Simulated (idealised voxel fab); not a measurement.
process module | voxel capacitor over wiring
cross-section cut | 205 nm wide | cells 5 nm
A cross-section is a grid of square cells, given in bands from the top down. A band is one or more rows of cells.
Each band's line starts with the height of the band's top and of its bottom, in nm. Then come its materials from left to right, each with its width in nm. One material with "throughout" fills the band from edge to edge. "air" is empty space.
Height 0 is the level under which the wafer as received is all one material. The lowest band goes on downwards, as in "0 down".
A width such as "30 to 40" changes by the same amount from each row of cells to the next, from the band's top row to its bottom row.
"no change" after a step means that no cell of the cross-section changed.
closed voids: empty space of 8 cells or more with no open way to the top, each as width x height at its distance from the left edge, in nm
after a step's settings: what the simulator itself notes on the step
overlay nm, on a step with a mask: how far to the right of its planned place the mask lay; to the left if negative
plan
1 op RECEIVE | material Si
2 op CONFORMAL_DEP | material SiO2 | thk nm 10
3 op CONFORMAL_DEP | material SiCN | thk nm 5
4 op DIRECTIONAL_DEP | material SiO2 | thk nm 25
5 op PATTERN | tone open | mask id METAL_1 | material resist | width nm 20 | pitch nm 85 | thk nm 15 | overlay nm 0
6 op DIRECTIONAL_ETCH | etch materials SiO2 | depth nm 25
7 op DIRECTIONAL_ETCH | etch materials SiCN | depth nm 5
8 op STRIP | etch materials resist
9 op CONFORMAL_DEP | material TiN | thk nm 5
10 op FILL_DEP | material Cu | thk nm 10
11 op CMP | height nm 40
12 op CONFORMAL_DEP | material SiCN | thk nm 5
13 op DIRECTIONAL_DEP | material SiO2 | thk nm 20
14 op DIRECTIONAL_DEP | material aC | thk nm 15
15 op PATTERN | tone open | mask id PLUG_1 | material resist | width nm 15 | thk nm 30 | overlay nm 0
16 op DIRECTIONAL_ETCH | etch materials aC | depth nm 15
17 op STRIP | etch materials resist
18 op DIRECTIONAL_ETCH | etch materials SiO2 | depth nm 20
19 op DIRECTIONAL_ETCH | etch materials SiCN | depth nm 5
20 op STRIP | etch materials aC
21 op EPI | material Ru | thk nm 10
22 op EPI | material Ru | thk nm 10
23 op EPI | material Ru | thk nm 5
24 op DIRECTIONAL_DEP | material TiN | thk nm 5
25 op DIRECTIONAL_DEP | material Al2O3 | thk nm 5
26 op DIRECTIONAL_DEP | material TiN | thk nm 5
27 op MASKED_ETCH | tone cover | mask id UPPER_PLATE | width nm 70 | etch materials TiN | depth nm 5 | overlay nm 0
28 op MASKED_ETCH | tone cover | mask id UPPER_PLATE | width nm 70 | etch materials Al2O3 | depth nm 5 | overlay nm 0
29 op MASKED_ETCH | tone cover | mask id LOWER_PLATE | width nm 80 | etch materials TiN | depth nm 5 | overlay nm 0
30 op FILL_DEP | material SiO2 | thk nm 15
31 op CMP | height nm 90
32 op DIRECTIONAL_DEP | material aC | thk nm 15
33 op PATTERN | tone open | mask id PLUG_2 | material resist | width nm 15 | thk nm 35 | overlay nm 0
34 op DIRECTIONAL_ETCH | etch materials aC | depth nm 15
35 op STRIP | etch materials resist
36 op DIRECTIONAL_ETCH | etch materials SiO2 | depth nm 10
37 op STRIP | etch materials aC
38 op CONFORMAL_DEP | material TiN | thk nm 5
39 op FILL_DEP | material Cu | thk nm 5
40 op CMP | height nm 90
41 op CONFORMAL_DEP | material SiCN | thk nm 5
first wafer, as planned
as received, after step 1
  0 down: Si throughout
  closed voids: none
after step 2
  10 to 0: SiO2 throughout
  below 0: unchanged
after step 3
  15 to 10: SiCN throughout
  below 10: unchanged
after step 4
  40 to 15: SiO2 throughout
  below 15: unchanged
after step 5
  55 to 40: resist 50 | air 20 | resist 65 | air 20 | resist 50
  below 40: unchanged
after step 6
  55 to 40: resist 50 | air 20 | resist 65 | air 20 | resist 50
  40 to 15: SiO2 50 | air 20 | SiO2 65 | air 20 | SiO2 50
  below 15: unchanged
after step 7
  55 to 40: resist 50 | air 20 | resist 65 | air 20 | resist 50
  40 to 15: SiO2 50 | air 20 | SiO2 65 | air 20 | SiO2 50
  15 to 10: SiCN 50 | air 20 | SiCN 65 | air 20 | SiCN 50
  below 10: unchanged
after step 8
  40 to 15: SiO2 50 | air 20 | SiO2 65 | air 20 | SiO2 50
  below 15: unchanged
after step 9
  45 to 40: TiN 55 | air 10 | TiN 75 | air 10 | TiN 55
  40 to 15: SiO2 50 | TiN 5 | air 10 | TiN 5 | SiO2 65 | TiN 5 | air 10 | TiN 5 | SiO2 50
  15 to 10: SiCN 50 | TiN 20 | SiCN 65 | TiN 20 | SiCN 50
  below 10: unchanged
after step 10
  55 to 45: Cu throughout
  45 to 40: TiN 55 | Cu 10 | TiN 75 | Cu 10 | TiN 55
  40 to 15: SiO2 50 | TiN 5 | Cu 10 | TiN 5 | SiO2 65 | TiN 5 | Cu 10 | TiN 5 | SiO2 50
  below 15: unchanged
after step 11
  40 to 15: SiO2 50 | TiN 5 | Cu 10 | TiN 5 | SiO2 65 | TiN 5 | Cu 10 | TiN 5 | SiO2 50
  below 15: unchanged
after step 12
  45 to 40: SiCN throughout
  below 40: unchanged
after step 13
  65 to 45: SiO2 throughout
  below 45: unchanged
after step 14
  80 to 65: aC throughout
  below 65: unchanged
after step 15
  110 to 80: resist 55 | air 15 | resist 135
  below 80: unchanged
after step 16
  95 to 80: resist 55 | air 15 | resist 135
  80 to 65: aC 55 | air 15 | aC 135
  below 65: unchanged
after step 17
  80 to 65: aC 55 | air 15 | aC 135
  below 65: unchanged
after step 18
  80 to 65: aC 55 | air 15 | aC 135
  65 to 45: SiO2 55 | air 15 | SiO2 135
  below 45: unchanged
after step 19
  80 to 65: aC 55 | air 15 | aC 135
  65 to 45: SiO2 55 | air 15 | SiO2 135
  45 to 40: SiCN 55 | air 15 | SiCN 135
  below 40: unchanged
after step 20
  65 to 45: SiO2 55 | air 15 | SiO2 135
  below 45: unchanged
after step 21
  65 to 50: SiO2 55 | air 15 | SiO2 135
  50 to 45: SiO2 55 | Ru 15 | SiO2 135
  45 to 40: SiCN 55 | Ru 15 | SiCN 135
  below 40: unchanged
after step 22
  65 to 60: SiO2 55 | air 15 | SiO2 135
  60 to 45: SiO2 55 | Ru 15 | SiO2 135
  below 45: unchanged
after step 23
  65 to 45: SiO2 55 | Ru 15 | SiO2 135
  below 45: unchanged
after step 24
  70 to 65: TiN throughout
  below 65: unchanged
after step 25
  75 to 70: Al2O3 throughout
  below 70: unchanged
after step 26
  80 to 75: TiN throughout
  below 75: unchanged
after step 27
  80 to 75: air 55 | TiN 70 | air 80
  below 75: unchanged
after step 28
  80 to 75: air 55 | TiN 70 | air 80
  75 to 70: air 55 | Al2O3 70 | air 80
  below 70: unchanged
after step 29
  80 to 75: air 55 | TiN 70 | air 80
  75 to 70: air 55 | Al2O3 70 | air 80
  70 to 65: air 50 | TiN 80 | air 75
  below 65: unchanged
after step 30
  95 to 80: SiO2 throughout
  80 to 75: SiO2 55 | TiN 70 | SiO2 80
  75 to 70: SiO2 55 | Al2O3 70 | SiO2 80
  70 to 65: SiO2 50 | TiN 80 | SiO2 75
  below 65: unchanged
after step 31
  90 to 80: SiO2 throughout
  below 80: unchanged
after step 32
  105 to 90: aC throughout
  below 90: unchanged
after step 33
  140 to 105: resist 65 | air 15 | resist 125
  below 105: unchanged
after step 34
  125 to 105: resist 65 | air 15 | resist 125
  105 to 90: aC 65 | air 15 | aC 125
  below 90: unchanged
after step 35
  105 to 90: aC 65 | air 15 | aC 125
  below 90: unchanged
after step 36
  105 to 90: aC 65 | air 15 | aC 125
  90 to 80: SiO2 65 | air 15 | SiO2 125
  below 80: unchanged
after step 37
  90 to 80: SiO2 65 | air 15 | SiO2 125
  below 80: unchanged
after step 38
  95 to 90: TiN 70 | air 5 | TiN 130
  90 to 85: SiO2 65 | TiN 5 | air 5 | TiN 5 | SiO2 125
  85 to 75: SiO2 65 to 55 | TiN 15 to 70 | SiO2 125 to 80
  below 75: unchanged
after step 39
  100 to 95: Cu throughout
  95 to 90: TiN 70 | Cu 5 | TiN 130
  90 to 85: SiO2 65 | TiN 5 | Cu 5 | TiN 5 | SiO2 125
  below 85: unchanged
after step 40
  90 to 85: SiO2 65 | TiN 5 | Cu 5 | TiN 5 | SiO2 125
  below 85: unchanged
after step 41
  95 to 90: SiCN throughout
  below 90: unchanged
second wafer: like start, like plan, one mistake. Through step 32 it matches the first wafer
when step 33 should have ended
  140 to 105: resist 65 | air 20 | resist 120
  below 105: unchanged
when step 34 should have ended
  125 to 105: resist 65 | air 20 | resist 120
  105 to 90: aC 65 | air 20 | aC 120
  below 90: unchanged
when step 35 should have ended
  105 to 90: aC 65 | air 20 | aC 120
  below 90: unchanged
when step 36 should have ended
  105 to 90: aC 65 | air 20 | aC 120
  90 to 80: SiO2 65 | air 20 | SiO2 120
  below 80: unchanged
when step 37 should have ended
  90 to 80: SiO2 65 | air 20 | SiO2 120
  below 80: unchanged
when step 38 should have ended
  95 to 90: TiN 70 | air 10 | TiN 125
  90 to 85: SiO2 65 | TiN 5 | air 10 | TiN 5 | SiO2 120
  85 to 75: SiO2 65 to 55 | TiN 20 to 70 | SiO2 120 to 80
  below 75: unchanged
when step 39 should have ended
  100 to 95: Cu throughout
  95 to 90: TiN 70 | Cu 10 | TiN 125
  90 to 85: SiO2 65 | TiN 5 | Cu 10 | TiN 5 | SiO2 120
  below 85: unchanged
when step 40 should have ended
  90 to 85: SiO2 65 | TiN 5 | Cu 10 | TiN 5 | SiO2 120
  below 85: unchanged
when step 41 should have ended
  95 to 90: SiCN throughout
  below 90: unchanged
what went wrong: step 33 ran as: op PATTERN | tone open | mask id PLUG_2 | material resist | width nm 20 | thk nm 35 | overlay nm 0
at the end the second wafer has, in cells: 1 more of Cu | 2 fewer of SiO2 | 1 more of TiN
